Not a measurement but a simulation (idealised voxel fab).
The following is a process module called voxel gate over fins.
FYI the section here is cut, 210 nm wide, cells are 5 nm squares.
Just so we're on the same page, the cross-sections are grids of square cells, and they're listed out in bands top to bottom, each band one or more rows deep.
Band entry format. Leading values: height of top, height of bottom, nm. Remainder: materials in left-to-right order, each with its width in nm. Special words: "full width" on a single material, which then fills the band edge to edge; "blank", empty space.
Heights are measured from 0, the level below which the as-received wafer is all one material; the lowest band has no bottom and continues downward, written as in "top 0, no bottom".
A width given as "30->40" starts at the first number in the band's top row and ends at the second number in its bottom row, shifting by an equal amount at every step from row to row.
"no change occurred" means the step left every cell of the cross-section as it was.
Closed empty spaces (no open way to the top) of 8 cells or more are what "Sealed void inventory" lists, each as width x height at distance from the left edge, nm for all three.
Formally, on a step line, whatever follows the settings is a remark that the simulator itself makes on the step.
On any step carrying a mask, the "overlay nm" setting, if present on the step's line, tells how far right of its planned place the mask lay; negative values point to the left.
Process steps - plan:
1,RECEIVE [material Si]
2,CONFORMAL_DEP [material SiN] [thk nm 10]
3,DIRECTIONAL_DEP [material aC] [thk nm 15]
4,PATTERN [tone cover] [mask id FINS] [material resist] [width nm 15] [pitch nm 45] [thk nm 35] [overlay nm 0]
5,DIRECTIONAL_ETCH [etch materials aC] [depth nm 15]
6,STRIP [etch materials resist]
7,DIRECTIONAL_ETCH [etch materials SiN] [depth nm 10]
8,DIRECTIONAL_ETCH [etch materials Si] [depth nm 35]
9,STRIP [etch materials aC]
10,FILL_DEP [material SiO2] [thk nm 15]
11,CMP [height nm 10]
12,SELECTIVE_ETCH [etch materials SiO2] [depth nm 25]
13,STRIP [etch materials SiN]
14,CONFORMAL_DEP [material HfO2] [thk nm 5]
15,CONFORMAL_DEP [material TiN] [thk nm 5]
16,CONFORMAL_DEP [material TiAl] [thk nm 5]
17,CONFORMAL_DEP [material TiN] [thk nm 5]
18,FILL_DEP [material W] [thk nm 10]
19,CMP [height nm 25]
20,CONFORMAL_DEP [material SiCN] [thk nm 5]
The thk nm used in step 20 is not the same on every wafer, whereas the starting condition is; the value printed in the plan is the first wafer's.
First of several wafers, received after step 1, in cross-section:
> top 0, no bottom: Si full width
> Sealed void inventory: none
The cross-section of the first of several wafers is given below for the end of the module, after its final step, step 20:
> top 30, bottom 25: SiCN full width
> top 25, bottom 20: W full width
> top 20, bottom 15: W: 30, TiN: 145, W: 35
> top 15, bottom 10: W: 30, TiN: 5, TiAl: 135, TiN: 5, W: 35
> top 10, bottom 5: W: 30, TiN: 5, TiAl: 5, TiN: 35, TiAl: 10, TiN: 35, TiAl: 10, TiN: 35, TiAl: 5, TiN: 5, W: 35
> top 5, bottom 0: TiN: 35, TiAl: 5, TiN: 5, HfO2: 25, TiN: 5, TiAl: 10, TiN: 5, HfO2: 25, TiN: 5, TiAl: 10, TiN: 5, HfO2: 25, TiN: 5, TiAl: 5, TiN: 40
> top 0, bottom -5: TiAl: 40, TiN: 5, HfO2: 5, Si: 15, HfO2: 5, TiN: 5, TiAl: 10, TiN: 5, HfO2: 5, Si: 15, HfO2: 5, TiN: 5, TiAl: 10, TiN: 5, HfO2: 5, Si: 15, HfO2: 5, TiN: 5, TiAl: 45
> top -5, bottom -10: TiN: 45, HfO2: 5, Si: 15, HfO2: 5, TiN: 20, HfO2: 5, Si: 15, HfO2: 5, TiN: 20, HfO2: 5, Si: 15, HfO2: 5, TiN: 50
> top -10, bottom -15: HfO2: 50, Si: 15, HfO2: 30, Si: 15, HfO2: 30, Si: 15, HfO2: 55
> top -15, bottom -35: SiO2: 50, Si: 15, SiO2: 30, Si: 15, SiO2: 30, Si: 15, SiO2: 55
> top -35, no bottom: Si full width
> Sealed void inventory: none
So this is the cross-section on the last wafer at the end of the module:
> top 45, bottom 25: SiCN full width
> top 25, bottom 20: W full width
> top 20, bottom 15: W: 30, TiN: 145, W: 35
> top 15, bottom 10: W: 30, TiN: 5, TiAl: 135, TiN: 5, W: 35
> top 10, bottom 5: W: 30, TiN: 5, TiAl: 5, TiN: 35, TiAl: 10, TiN: 35, TiAl: 10, TiN: 35, TiAl: 5, TiN: 5, W: 35
> top 5, bottom 0: TiN: 35, TiAl: 5, TiN: 5, HfO2: 25, TiN: 5, TiAl: 10, TiN: 5, HfO2: 25, TiN: 5, TiAl: 10, TiN: 5, HfO2: 25, TiN: 5, TiAl: 5, TiN: 40
> top 0, bottom -5: TiAl: 40, TiN: 5, HfO2: 5, Si: 15, HfO2: 5, TiN: 5, TiAl: 10, TiN: 5, HfO2: 5, Si: 15, HfO2: 5, TiN: 5, TiAl: 10, TiN: 5, HfO2: 5, Si: 15, HfO2: 5, TiN: 5, TiAl: 45
> top -5, bottom -10: TiN: 45, HfO2: 5, Si: 15, HfO2: 5, TiN: 20, HfO2: 5, Si: 15, HfO2: 5, TiN: 20, HfO2: 5, Si: 15, HfO2: 5, TiN: 50
> top -10, bottom -15: HfO2: 50, Si: 15, HfO2: 30, Si: 15, HfO2: 30, Si: 15, HfO2: 55
> top -15, bottom -35: SiO2: 50, Si: 15, SiO2: 30, Si: 15, SiO2: 30, Si: 15, SiO2: 55
> top -35, no bottom: Si full width
> Sealed void inventory: none
The following table contains a row per wafer, in which are reported, at the conclusion of the module, the cells of each material gained (+) or lost (-) since the wafer's receipt, with its closed voids given thereafter:
thk nm 5, +60 HfO2, -231 Si, +42 SiCN, +132 SiO2, +60 TiAl, +108 TiN, +81 W, Sealed void inventory: none
thk nm 10, +60 HfO2, -231 Si, +84 SiCN, +132 SiO2, +60 TiAl, +108 TiN, +81 W, Sealed void inventory: none
thk nm 15, +60 HfO2, -231 Si, +126 SiCN, +132 SiO2, +60 TiAl, +108 TiN, +81 W, Sealed void inventory: none
thk nm 20, +60 HfO2, -231 Si, +168 SiCN, +132 SiO2, +60 TiAl, +108 TiN, +81 W, Sealed void inventory: none
